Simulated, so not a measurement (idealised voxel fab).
process module | voxel self aligned vias
cross-section cut | 295 nm wide | cells 5 nm
A cross-section is a grid of square cells, given in bands from the top down. A band is one or more rows of cells.
Each band's line starts with the height of the band's top and of its bottom, in nm. Then come its materials from left to right, each with its width in nm. One material with "throughout" fills the band from edge to edge. "air" is empty space.
Height 0 is the level under which the wafer as received is all one material. The lowest band goes on downwards, as in "0 down".
A width such as "30 to 40" changes by the same amount from each row of cells to the next, from the band's top row to its bottom row.
"no change" after a step means that no cell of the cross-section changed.
closed voids: empty space of 8 cells or more with no open way to the top, each as width x height at its distance from the left edge, in nm
after a step's settings: what the simulator itself notes on the step
overlay nm, on a step with a mask: how far to the right of its planned place the mask lay; to the left if negative
plan
1 op RECEIVE | material Si
2 op CONFORMAL_DEP | material SiO2 | thk nm 15
3 op CONFORMAL_DEP | material SiCN | thk nm 5
4 op DIRECTIONAL_DEP | material SiO2 | thk nm 30
5 op PATTERN | tone open | mask id LINES | material resist | width nm 25 | pitch nm 60 | thk nm 20 | overlay nm 0
6 op DIRECTIONAL_ETCH | etch materials SiO2 | depth nm 30
7 op STRIP | etch materials resist
8 op CONFORMAL_DEP | material TiN | thk nm 5
9 op FILL_DEP | material W | thk nm 10
10 op CMP | height nm 50
11 op SELECTIVE_ETCH | etch materials W Ru TiN | depth nm 5
12 op FILL_DEP | material SiN | thk nm 10
13 op CMP | height nm 50
14 op DIRECTIONAL_DEP | material SiO2 | thk nm 15
15 op DIRECTIONAL_DEP | material aC | thk nm 15
16 op PATTERN | tone open | mask id VIAS | material resist | width nm 35 | pitch nm 60 | thk nm 30 | overlay nm 0
17 op DIRECTIONAL_ETCH | etch materials aC | depth nm 15
18 op STRIP | etch materials resist
19 op DIRECTIONAL_ETCH | etch materials SiO2 | depth nm 15
20 op DIRECTIONAL_ETCH | etch materials SiN | depth nm 5
21 op STRIP | etch materials aC
22 op CONFORMAL_DEP | material TiN | thk nm 5
23 op FILL_DEP | material Cu | thk nm 10
24 op CMP | height nm 65
25 op CONFORMAL_DEP | material SiN | thk nm 5
first wafer, as planned
as received, after step 1
  0 down: Si throughout
  closed voids: none
after step 2
  15 to 0: SiO2 throughout
  below 0: unchanged
after step 3
  20 to 15: SiCN throughout
  below 15: unchanged
after step 4
  50 to 20: SiO2 throughout
  below 20: unchanged
after step 5
  70 to 50: resist 75 | air 25 | resist 35 | air 25 | resist 35 | air 25 | resist 75
  below 50: unchanged
after step 6
  70 to 50: resist 75 | air 25 | resist 35 | air 25 | resist 35 | air 25 | resist 75
  50 to 20: SiO2 75 | air 25 | SiO2 35 | air 25 | SiO2 35 | air 25 | SiO2 75
  below 20: unchanged
after step 7
  50 to 20: SiO2 75 | air 25 | SiO2 35 | air 25 | SiO2 35 | air 25 | SiO2 75
  below 20: unchanged
after step 8
  55 to 50: TiN 80 | air 15 | TiN 45 | air 15 | TiN 45 | air 15 | TiN 80
  50 to 25: SiO2 75 | TiN 5 | air 15 | TiN 5 | SiO2 35 | TiN 5 | air 15 | TiN 5 | SiO2 35 | TiN 5 | air 15 | TiN 5 | SiO2 75
  25 to 20: SiO2 75 | TiN 25 | SiO2 35 | TiN 25 | SiO2 35 | TiN 25 | SiO2 75
  below 20: unchanged
after step 9
  65 to 55: W throughout
  55 to 50: TiN 80 | W 15 | TiN 45 | W 15 | TiN 45 | W 15 | TiN 80
  50 to 25: SiO2 75 | TiN 5 | W 15 | TiN 5 | SiO2 35 | TiN 5 | W 15 | TiN 5 | SiO2 35 | TiN 5 | W 15 | TiN 5 | SiO2 75
  below 25: unchanged
after step 10
  50 to 25: SiO2 75 | TiN 5 | W 15 | TiN 5 | SiO2 35 | TiN 5 | W 15 | TiN 5 | SiO2 35 | TiN 5 | W 15 | TiN 5 | SiO2 75
  below 25: unchanged
after step 11
  50 to 45: SiO2 75 | air 25 | SiO2 35 | air 25 | SiO2 35 | air 25 | SiO2 75
  below 45: unchanged
after step 12
  60 to 50: SiN throughout
  50 to 45: SiO2 75 | SiN 25 | SiO2 35 | SiN 25 | SiO2 35 | SiN 25 | SiO2 75
  below 45: unchanged
after step 13
  50 to 45: SiO2 75 | SiN 25 | SiO2 35 | SiN 25 | SiO2 35 | SiN 25 | SiO2 75
  below 45: unchanged
after step 14
  65 to 50: SiO2 throughout
  below 50: unchanged
after step 15
  80 to 65: aC throughout
  below 65: unchanged
after step 16
  110 to 80: resist 70 | air 35 | resist 25 | air 35 | resist 25 | air 35 | resist 70
  below 80: unchanged
after step 17
  95 to 80: resist 70 | air 35 | resist 25 | air 35 | resist 25 | air 35 | resist 70
  80 to 65: aC 70 | air 35 | aC 25 | air 35 | aC 25 | air 35 | aC 70
  below 65: unchanged
after step 18
  80 to 65: aC 70 | air 35 | aC 25 | air 35 | aC 25 | air 35 | aC 70
  below 65: unchanged
after step 19
  80 to 65: aC 70 | air 35 | aC 25 | air 35 | aC 25 | air 35 | aC 70
  65 to 50: SiO2 70 | air 35 | SiO2 25 | air 35 | SiO2 25 | air 35 | SiO2 70
  below 50: unchanged
after step 20
  80 to 65: aC 70 | air 35 | aC 25 | air 35 | aC 25 | air 35 | aC 70
  65 to 50: SiO2 70 | air 35 | SiO2 25 | air 35 | SiO2 25 | air 35 | SiO2 70
  50 to 45: SiO2 75 | air 25 | SiO2 35 | air 25 | SiO2 35 | air 25 | SiO2 75
  below 45: unchanged
after step 21
  65 to 50: SiO2 70 | air 35 | SiO2 25 | air 35 | SiO2 25 | air 35 | SiO2 70
  below 50: unchanged
after step 22
  70 to 65: TiN 75 | air 25 | TiN 35 | air 25 | TiN 35 | air 25 | TiN 75
  65 to 55: SiO2 70 | TiN 5 | air 25 | TiN 5 | SiO2 25 | TiN 5 | air 25 | TiN 5 | SiO2 25 | TiN 5 | air 25 | TiN 5 | SiO2 70
  55 to 50: SiO2 70 | TiN 10 | air 15 | TiN 10 | SiO2 25 | TiN 10 | air 15 | TiN 10 | SiO2 25 | TiN 10 | air 15 | TiN 10 | SiO2 70
  50 to 45: SiO2 75 | TiN 25 | SiO2 35 | TiN 25 | SiO2 35 | TiN 25 | SiO2 75
  below 45: unchanged
after step 23
  80 to 70: Cu throughout
  70 to 65: TiN 75 | Cu 25 | TiN 35 | Cu 25 | TiN 35 | Cu 25 | TiN 75
  65 to 55: SiO2 70 | TiN 5 | Cu 25 | TiN 5 | SiO2 25 | TiN 5 | Cu 25 | TiN 5 | SiO2 25 | TiN 5 | Cu 25 | TiN 5 | SiO2 70
  55 to 50: SiO2 70 | TiN 10 | Cu 15 | TiN 10 | SiO2 25 | TiN 10 | Cu 15 | TiN 10 | SiO2 25 | TiN 10 | Cu 15 | TiN 10 | SiO2 70
  below 50: unchanged
after step 24
  65 to 55: SiO2 70 | TiN 5 | Cu 25 | TiN 5 | SiO2 25 | TiN 5 | Cu 25 | TiN 5 | SiO2 25 | TiN 5 | Cu 25 | TiN 5 | SiO2 70
  below 55: unchanged
after step 25
  70 to 65: SiN throughout
  below 65: unchanged
second wafer: like start, like plan, one mistake. Through step 2 it matches the first wafer
when step 3 should have ended: no change
when step 4 should have ended
  45 to 0: SiO2 throughout
  below 0: unchanged
when step 5 should have ended
  65 to 45: resist 75 | air 25 | resist 35 | air 25 | resist 35 | air 25 | resist 75
  below 45: unchanged
when step 6 should have ended
  65 to 45: resist 75 | air 25 | resist 35 | air 25 | resist 35 | air 25 | resist 75
  45 to 15: SiO2 75 | air 25 | SiO2 35 | air 25 | SiO2 35 | air 25 | SiO2 75
  below 15: unchanged
when step 7 should have ended
  45 to 15: SiO2 75 | air 25 | SiO2 35 | air 25 | SiO2 35 | air 25 | SiO2 75
  below 15: unchanged
when step 8 should have ended
  50 to 45: TiN 80 | air 15 | TiN 45 | air 15 | TiN 45 | air 15 | TiN 80
  45 to 20: SiO2 75 | TiN 5 | air 15 | TiN 5 | SiO2 35 | TiN 5 | air 15 | TiN 5 | SiO2 35 | TiN 5 | air 15 | TiN 5 | SiO2 75
  20 to 15: SiO2 75 | TiN 25 | SiO2 35 | TiN 25 | SiO2 35 | TiN 25 | SiO2 75
  below 15: unchanged
when step 9 should have ended
  60 to 50: W throughout
  50 to 45: TiN 80 | W 15 | TiN 45 | W 15 | TiN 45 | W 15 | TiN 80
  45 to 20: SiO2 75 | TiN 5 | W 15 | TiN 5 | SiO2 35 | TiN 5 | W 15 | TiN 5 | SiO2 35 | TiN 5 | W 15 | TiN 5 | SiO2 75
  below 20: unchanged
when step 10 should have ended
  50 to 45: TiN 80 | W 15 | TiN 45 | W 15 | TiN 45 | W 15 | TiN 80
  below 45: unchanged
when step 11 should have ended
  45 to 20: SiO2 75 | TiN 5 | W 15 | TiN 5 | SiO2 35 | TiN 5 | W 15 | TiN 5 | SiO2 35 | TiN 5 | W 15 | TiN 5 | SiO2 75
  below 20: unchanged
when step 12 should have ended
  55 to 45: SiN throughout
  below 45: unchanged
when step 13 should have ended
  50 to 45: SiN throughout
  below 45: unchanged
when step 14 should have ended
  65 to 50: SiO2 throughout
  below 50: unchanged
when step 15 should have ended
  80 to 65: aC throughout
  below 65: unchanged
when step 16 should have ended
  110 to 80: resist 70 | air 35 | resist 25 | air 35 | resist 25 | air 35 | resist 70
  below 80: unchanged
when step 17 should have ended
  95 to 80: resist 70 | air 35 | resist 25 | air 35 | resist 25 | air 35 | resist 70
  80 to 65: aC 70 | air 35 | aC 25 | air 35 | aC 25 | air 35 | aC 70
  below 65: unchanged
when step 18 should have ended
  80 to 65: aC 70 | air 35 | aC 25 | air 35 | aC 25 | air 35 | aC 70
  below 65: unchanged
when step 19 should have ended
  80 to 65: aC 70 | air 35 | aC 25 | air 35 | aC 25 | air 35 | aC 70
  65 to 50: SiO2 70 | air 35 | SiO2 25 | air 35 | SiO2 25 | air 35 | SiO2 70
  below 50: unchanged
when step 20 should have ended
  80 to 65: aC 70 | air 35 | aC 25 | air 35 | aC 25 | air 35 | aC 70
  65 to 50: SiO2 70 | air 35 | SiO2 25 | air 35 | SiO2 25 | air 35 | SiO2 70
  50 to 45: SiN 70 | air 35 | SiN 25 | air 35 | SiN 25 | air 35 | SiN 70
  below 45: unchanged
when step 21 should have ended
  65 to 50: SiO2 70 | air 35 | SiO2 25 | air 35 | SiO2 25 | air 35 | SiO2 70
  below 50: unchanged
when step 22 should have ended
  70 to 65: TiN 75 | air 25 | TiN 35 | air 25 | TiN 35 | air 25 | TiN 75
  65 to 50: SiO2 70 | TiN 5 | air 25 | TiN 5 | SiO2 25 | TiN 5 | air 25 | TiN 5 | SiO2 25 | TiN 5 | air 25 | TiN 5 | SiO2 70
  50 to 45: SiN 70 | TiN 35 | SiN 25 | TiN 35 | SiN 25 | TiN 35 | SiN 70
  below 45: unchanged
when step 23 should have ended
  80 to 70: Cu throughout
  70 to 65: TiN 75 | Cu 25 | TiN 35 | Cu 25 | TiN 35 | Cu 25 | TiN 75
  65 to 50: SiO2 70 | TiN 5 | Cu 25 | TiN 5 | SiO2 25 | TiN 5 | Cu 25 | TiN 5 | SiO2 25 | TiN 5 | Cu 25 | TiN 5 | SiO2 70
  below 50: unchanged
when step 24 should have ended
  65 to 50: SiO2 70 | TiN 5 | Cu 25 | TiN 5 | SiO2 25 | TiN 5 | Cu 25 | TiN 5 | SiO2 25 | TiN 5 | Cu 25 | TiN 5 | SiO2 70
  below 50: unchanged
when step 25 should have ended
  70 to 65: SiN throughout
  below 65: unchanged
what went wrong: step 3 was left out
at the end the second wafer has, in cells: 6 more of Cu | 59 fewer of SiCN | 38 more of SiN | 6 more of TiN | 9 more of W
